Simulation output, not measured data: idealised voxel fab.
process module | voxel capacitor over wiring
cross-section cut | 265 nm wide | cells 5 nm
A cross-section is a grid of square cells, given in bands from the top down. A band is one or more rows of cells.
Each band's line starts with the height of the band's top and of its bottom, in nm. Then come its materials from left to right, each with its width in nm. One material with "throughout" fills the band from edge to edge. "air" is empty space.
Height 0 is the level under which the wafer as received is all one material. The lowest band goes on downwards, as in "0 down".
A width such as "30 to 40" changes by the same amount from each row of cells to the next, from the band's top row to its bottom row.
"no change" after a step means that no cell of the cross-section changed.
closed voids: empty space of 8 cells or more with no open way to the top, each as width x height at its distance from the left edge, in nm
after a step's settings: what the simulator itself notes on the step
overlay nm, on a step with a mask: how far to the right of its planned place the mask lay; to the left if negative
plan
1 op RECEIVE | material Si
2 op CONFORMAL_DEP | material SiO2 | thk nm 10
3 op DIRECTIONAL_DEP | material TiN | thk nm 5
4 op DIRECTIONAL_DEP | material Ru | thk nm 15
5 op PATTERN | tone cover | mask id METAL_1 | material resist | width nm 30 | pitch nm 100 | thk nm 15 | overlay nm 0
6 op DIRECTIONAL_ETCH | etch materials Ru | depth nm 15
7 op DIRECTIONAL_ETCH | etch materials TiN | depth nm 5
8 op STRIP | etch materials resist
9 op FILL_DEP | material SiO2 | thk nm 10
10 op CMP | height nm 30
11 op CONFORMAL_DEP | material SiCN | thk nm 5
12 op DIRECTIONAL_DEP | material SiO2 | thk nm 20
13 op PATTERN | tone open | mask id PLUG_1 | material resist | width nm 15 | thk nm 20 | overlay nm 0
14 op DIRECTIONAL_ETCH | etch materials SiO2 | depth nm 20
15 op DIRECTIONAL_ETCH | etch materials SiCN | depth nm 5
16 op STRIP | etch materials resist
17 op CONFORMAL_DEP | material TiN | thk nm 5
18 op FILL_DEP | material W | thk nm 5
19 op CMP | height nm 55
20 op DIRECTIONAL_DEP | material TiN | thk nm 10
21 op DIRECTIONAL_DEP | material SiN | thk nm 5
22 op DIRECTIONAL_DEP | material TiN | thk nm 5
23 op DIRECTIONAL_DEP | material aC | thk nm 10
24 op PATTERN | tone cover | mask id UPPER_PLATE | material resist | width nm 75 | thk nm 30 | overlay nm 0
25 op DIRECTIONAL_ETCH | etch materials aC | depth nm 10
26 op STRIP | etch materials resist
27 op DIRECTIONAL_ETCH | etch materials TiN | depth nm 5
28 op DIRECTIONAL_ETCH | etch materials SiN | depth nm 5
29 op STRIP | etch materials aC
30 op DIRECTIONAL_DEP | material aC | thk nm 15
31 op PATTERN | tone cover | mask id LOWER_PLATE | material resist | width nm 85 | thk nm 30 | overlay nm 0
32 op DIRECTIONAL_ETCH | etch materials aC | depth nm 15
33 op STRIP | etch materials resist
34 op DIRECTIONAL_ETCH | etch materials TiN | depth nm 10
35 op STRIP | etch materials aC
36 op FILL_DEP | material SiO2 | thk nm 15
37 op CMP | height nm 85
38 op DIRECTIONAL_DEP | material aC | thk nm 15
39 op PATTERN | tone open | mask id PLUG_2 | material resist | width nm 15 | thk nm 30 | overlay nm 0
40 op DIRECTIONAL_ETCH | etch materials aC | depth nm 15
41 op STRIP | etch materials resist
42 op DIRECTIONAL_ETCH | etch materials SiO2 | depth nm 10
43 op STRIP | etch materials aC
44 op CONFORMAL_DEP | material TiN | thk nm 5
45 op FILL_DEP | material Cu | thk nm 5
46 op CMP | height nm 85
47 op CONFORMAL_DEP | material SiN | thk nm 5
as received, after step 1
  0 down: Si throughout
  closed voids: none
a wafer at the end: this start, this plan, one mistake
  90 to 85: SiN throughout
  85 to 80: SiO2 90 | TiN 5 | Cu 5 | TiN 5 | SiO2 160
  80 to 75: SiO2 90 | TiN 15 | SiO2 160
  75 to 70: SiO2 throughout
  70 to 65: SiO2 80 | SiN 75 | SiO2 110
  65 to 55: TiN 75 | SiO2 5 | TiN 75 | SiO2 5 | TiN 105
  55 to 35: SiO2 80 | TiN 5 | W 5 | TiN 5 | SiO2 170
  35 to 30: SiCN 80 | TiN 15 | SiCN 170
  30 to 15: SiO2 65 | Ru 30 | SiO2 70 | Ru 30 | SiO2 70
  15 to 10: SiO2 65 | TiN 30 | SiO2 70 | TiN 30 | SiO2 70
  10 to 0: SiO2 throughout
  0 down: Si throughout
  closed voids: none
what went wrong: step 31 ran as: op PATTERN | tone open | mask id LOWER_PLATE | material resist | width nm 85 | thk nm 30 | overlay nm 0
